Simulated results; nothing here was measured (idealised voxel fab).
The process module that follows is named voxel released beams.
Cross-section cut spans 160 nm and uses square cells 5 nm in size.
In what follows, cross-sections appear as grids of square cells, described through bands that run from the top down, where every band is one or more rows of cells. Per band: top height and bottom height in nm, followed by the left-to-right materials and their widths in nm; "full width" marks a single material spanning edge to edge, "blank" marks empty space. Convention: height 0 is the level below which the wafer, as received, is all one material. The lowest band does not terminate at the bottom but continues downward, represented as "top 0, no bottom". Note: "30->40" means the width goes from the first number (top row of the band) to the second number (bottom row) in equal steps per row of cells. Take "no alterations made" at face value: in the step it is given for, the cross-section changed in none of its cells. Heads up: "Trapped voids" only lists the empty pockets with no open path to the top that are 8 cells or more, and it writes them as width x height at distance, distance from the left edge, in nm. It should be noted that, on the line of a given step, the content following the step's settings is a remark produced by the simulator itself with respect to that step. "overlay nm" denotes, for a step that has a mask, the displacement of the mask to the right of its planned place, with negative values corresponding to the left.

[The planned process steps are enumerated hereunder]
| 1 | RECEIVE: material Si |
| 2 | CONFORMAL_DEP: material Al2O3, thk nm 10 |
| 3 | DIRECTIONAL_DEP: material SiO2, thk nm 20 |
| 4 | PATTERN: tone open, mask id ANCHOR, material resist, width nm 30, thk nm 15, overlay nm 0 |
| 5 | DIRECTIONAL_ETCH: etch materials SiO2, depth nm 20 |
| 6 | STRIP: etch materials resist |
| 7 | CONFORMAL_DEP: material SiN, thk nm 10 |
| 8 | PATTERN: tone cover, mask id BEAM, material resist, width nm 115, thk nm 20, overlay nm 0 |
| 9 | DIRECTIONAL_ETCH: etch materials SiN, depth nm 10 |
| 10 | STRIP: etch materials resist |
| 11 | STRIP: etch materials SiO2 |

[Cross-section of the wafer upon arrival, representing the state reached after step 1]
    top 0, no bottom  Si full width
    Trapped voids: none

[Same starting wafer, same plan as above, one mistake in the execution; this is the cross-section at the end of the module]
    top 40, bottom 35  blank 20  SiN 15  blank 10  SiN 90  blank 25
    top 35, bottom 30  SiN 35  blank 10  SiN 115
    top 30, bottom 20  SiO2 25  SiN 10  blank 10  SiN 10  SiO2 105
    top 20, bottom 10  SiO2 25  SiN 30  SiO2 105
    top 10, bottom 0  Al2O3 full width
    top 0, no bottom  Si full width
    Trapped voids: none
So what did we get wrong on this run? step 9 did not use the planned setting and instead ran as DIRECTIONAL_ETCH: etch materials SiN, depth nm 5
